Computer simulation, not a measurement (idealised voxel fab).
process module | voxel tone inversion
cross-section cut | 230 nm wide | cells 5 nm
A cross-section is a grid of square cells, given in bands from the top down. A band is one or more rows of cells.
Each band's line starts with the height of the band's top and of its bottom, in nm. Then come its materials from left to right, each with its width in nm. One material with "throughout" fills the band from edge to edge. "air" is empty space.
Height 0 is the level under which the wafer as received is all one material. The lowest band goes on downwards, as in "0 down".
A width such as "30 to 40" changes by the same amount from each row of cells to the next, from the band's top row to its bottom row.
"no change" after a step means that no cell of the cross-section changed.
closed voids: empty space of 8 cells or more with no open way to the top, each as width x height at its distance from the left edge, in nm
after a step's settings: what the simulator itself notes on the step
overlay nm, on a step with a mask: how far to the right of its planned place the mask lay; to the left if negative
plan
1 op RECEIVE | material Si
2 op CONFORMAL_DEP | material SiCN | thk nm 10
3 op DIRECTIONAL_DEP | material polySi | thk nm 20
4 op PATTERN | tone cover | mask id POSTS | material resist | width nm 20 | pitch nm 40 | thk nm 30 | overlay nm 0
5 op DIRECTIONAL_ETCH | etch materials polySi | depth nm 20
6 op STRIP | etch materials resist
7 op FILL_DEP | material SiO2 | thk nm 5
8 op CMP | height nm 30
9 op STRIP | etch materials polySi
10 op CONFORMAL_DEP | material TiN | thk nm 5
11 op FILL_DEP | material W | thk nm 5
12 op CMP | height nm 30
13 op CONFORMAL_DEP | material SiCN | thk nm 5
as received, after step 1
  0 down: Si throughout
  closed voids: none
first wafer at the end, as planned
  35 to 30: SiCN throughout
  30 to 15: SiO2 85 | TiN 5 | W 10 | TiN 5 | SiO2 20 | TiN 5 | W 10 | TiN 5 | SiO2 85
  15 to 10: SiO2 85 | TiN 20 | SiO2 20 | TiN 20 | SiO2 85
  10 to 0: SiCN throughout
  0 down: Si throughout
  closed voids: none
second wafer at the end: like start, like plan, one mistake
  35 to 30: SiCN throughout
  30 to 15: W 80 | TiN 5 | SiO2 20 | TiN 5 | W 10 | TiN 5 | SiO2 20 | TiN 5 | W 80
  15 to 10: TiN 85 | SiO2 20 | TiN 20 | SiO2 20 | TiN 85
  10 to 0: SiCN throughout
  0 down: Si throughout
  closed voids: none
what went wrong: step 4 ran as: op PATTERN | tone open | mask id POSTS | material resist | width nm 20 | pitch nm 40 | thk nm 30 | overlay nm 0
at the end the second wafer has, in cells: 120 fewer of SiO2 | 30 more of TiN | 90 more of W
